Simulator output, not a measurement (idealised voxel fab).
Presented below is a process module, voxel self aligned vias.
Cross-sectional view cut (width: 280 nm; square cell size: 5 nm).
In what follows, cross-sections appear as grids of square cells, described through bands that run from the top down, where every band is one or more rows of cells.
Top height, bottom height, nm. Materials left to right, width each, nm. Single material + "all across" = fills band edge to edge. "empty" = empty.
Heights are measured from 0, the level below which the as-received wafer is all one material; the lowest band has no bottom and continues downward, written as in "0..down".
The expression "30->40" gives the width at the extremes of the band, the first number at its top row of cells and the second at its bottom row, with the width changing by equal amounts from each row to the next in between.
For the purposes of this document, the phrase "remains unaltered" attached to a step denotes that no cell within the cross-section was modified by that step.
You'll see "Enclosed void catalog" listing empty spaces that have no way open to the top, as long as they're 8 cells or more; the notation is width x height at distance, where the distance is from the left edge, and all of it is in nm.
Note: text after step settings on the step line = simulator remark on that step.
You can add "overlay nm" to a step's line. For a step with a mask, it describes how far the mask lay to the right of its planned position, and a negative number describes a lay to the left.

[Planned process steps]
| 1 | RECEIVE (material Si) |
| 2 | CONFORMAL_DEP (material SiO2; thk nm 10) |
| 3 | CONFORMAL_DEP (material SiCN; thk nm 5) |
| 4 | DIRECTIONAL_DEP (material lowk; thk nm 20) |
| 5 | MASKED_ETCH (tone open; mask id LINES; width nm 20; pitch nm 65; etch materials lowk; depth nm 20; overlay nm 0) |
| 6 | CONFORMAL_DEP (material TiN; thk nm 5) |
| 7 | FILL_DEP (material W; thk nm 10) |
| 8 | CMP (height nm 35) |
| 9 | SELECTIVE_ETCH (etch materials W Ru TiN; depth nm 5) |
| 10 | FILL_DEP (material SiN; thk nm 10) |
| 11 | CMP (height nm 35) |
| 12 | DIRECTIONAL_DEP (material lowk; thk nm 20) |
| 13 | PATTERN (tone open; mask id VIAS; material resist; width nm 40; thk nm 15; overlay nm 0) |
| 14 | DIRECTIONAL_ETCH (etch materials lowk; depth nm 20) |
| 15 | DIRECTIONAL_ETCH (etch materials SiN; depth nm 5) |
| 16 | STRIP (etch materials resist) |
| 17 | CONFORMAL_DEP (material TiN; thk nm 5) |
| 18 | FILL_DEP (material Ru; thk nm 5) |
| 19 | CMP (height nm 55) |
| 20 | CONFORMAL_DEP (material SiN; thk nm 5) |
Across this set of wafers, the varied parameter is the thk nm of step 17. Starting conditions are identical for every wafer, and the plan reports the value assigned to the first wafer.

[first wafer as received, after step 1]
    0..down | Si all across
    Enclosed void catalog: none

[Per-wafer rows below. For each material: cells gained (+) or lost (-) since the wafer was received, as of end of module. Then: closed voids]
thk nm 5 | +20 Ru | +56 SiCN | +60 SiN | +112 SiO2 | +32 TiN | +8 W | +384 lowk | Enclosed void catalog: none
thk nm 10 | +8 Ru | +56 SiCN | +60 SiN | +112 SiO2 | +44 TiN | +8 W | +384 lowk | Enclosed void catalog: none
thk nm 15 | +2 Ru | +56 SiCN | +60 SiN | +112 SiO2 | +50 TiN | +8 W | +384 lowk | Enclosed void catalog: none
thk nm 20 | +56 SiCN | +60 SiN | +112 SiO2 | +52 TiN | +8 W | +384 lowk | Enclosed void catalog: none
